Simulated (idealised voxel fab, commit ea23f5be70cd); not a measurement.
The process module presented herein is designated voxel spacer lines.
In the cross-section labelled cut, the width is 280 nm and each square cell is 5 nm.
For the purposes of this document, a cross-section shall be understood as a grid of square cells, specified as bands listed in top-to-bottom order, each band consisting of one or more rows of cells. Look at the band entry: it leads with the top's height and the bottom's height in nm. Then it lists the materials left to right, with a width in nm for each. The word "everywhere" on a single material says that material fills the band edge to edge. The word "blank" is empty space. Height reference: 0 = level under which incoming wafer is all one material. Lowest band: no bottom, runs on downward, e.g. "0 and below". A width such as "30 to 40" changes by the same amount from each row of cells to the next, from the band's top row to its bottom row. Where a step carries "nothing altered", the cross-section came out of it unchanged, cell for cell. "Sealed voids" enumerates empty spaces isolated from the top, with no open way to it, that contain at least 8 cells, giving each as width x height at distance from the left edge, all three in nm. What comes after the settings on a step's line is commentary from the simulator itself on that step. For masked steps, "overlay nm" on the step line gives how far right of plan the mask actually lay; a minus sign means it lay to the left.
THE PLANNED PROCESS STEPS ARE ENUMERATED HEREUNDER
1: RECEIVE: material Si
2: CONFORMAL_DEP: material Al2O3, thk nm 5
3: DIRECTIONAL_DEP: material polySi, thk nm 10
4: DIRECTIONAL_DEP: material aC, thk nm 20
5: PATTERN: tone cover, mask id MANDREL, material resist, width nm 15, pitch nm 60, thk nm 30, overlay nm -15
6: DIRECTIONAL_ETCH: etch materials aC, depth nm 20
7: STRIP: etch materials resist
8: CONFORMAL_DEP: material SiO2, thk nm 15
9: DIRECTIONAL_ETCH: etch materials SiO2, depth nm 15
10: STRIP: etch materials aC
11: DIRECTIONAL_ETCH: etch materials polySi, depth nm 10
12: STRIP: etch materials SiO2
Same starting wafers, different overlay nm at step 5. Plan value belongs to the first wafer.
STEP 1 COMPLETE: AS-RECEIVED CROSS-SECTION OF THE FIRST OF SEVERAL WAFERS
	0 and below  Si everywhere
	Sealed voids: none
WHAT FOLLOWS IS A TABLE IN WHICH EACH WAFER OCCUPIES A ROW; FOR THE WAFER AS IT STANDS AT THE CLOSE OF THE MODULE, THE ROW STATES, MATERIAL BY MATERIAL, HOW MANY CELLS HAVE BEEN GAINED (+) OR LOST (-) SINCE RECEIPT, AND THEN GIVES ITS CLOSED VOIDS
overlay nm -15, +56 Al2O3, +36 polySi, Sealed voids: none
overlay nm -10, +56 Al2O3, +36 polySi, Sealed voids: none
overlay nm -5, +56 Al2O3, +36 polySi, Sealed voids: none
overlay nm 0, +56 Al2O3, +36 polySi, Sealed voids: none
overlay nm 5, +56 Al2O3, +36 polySi, Sealed voids: none
overlay nm 10, +56 Al2O3, +36 polySi, Sealed voids: none
overlay nm 15, +56 Al2O3, +36 polySi, Sealed voids: none
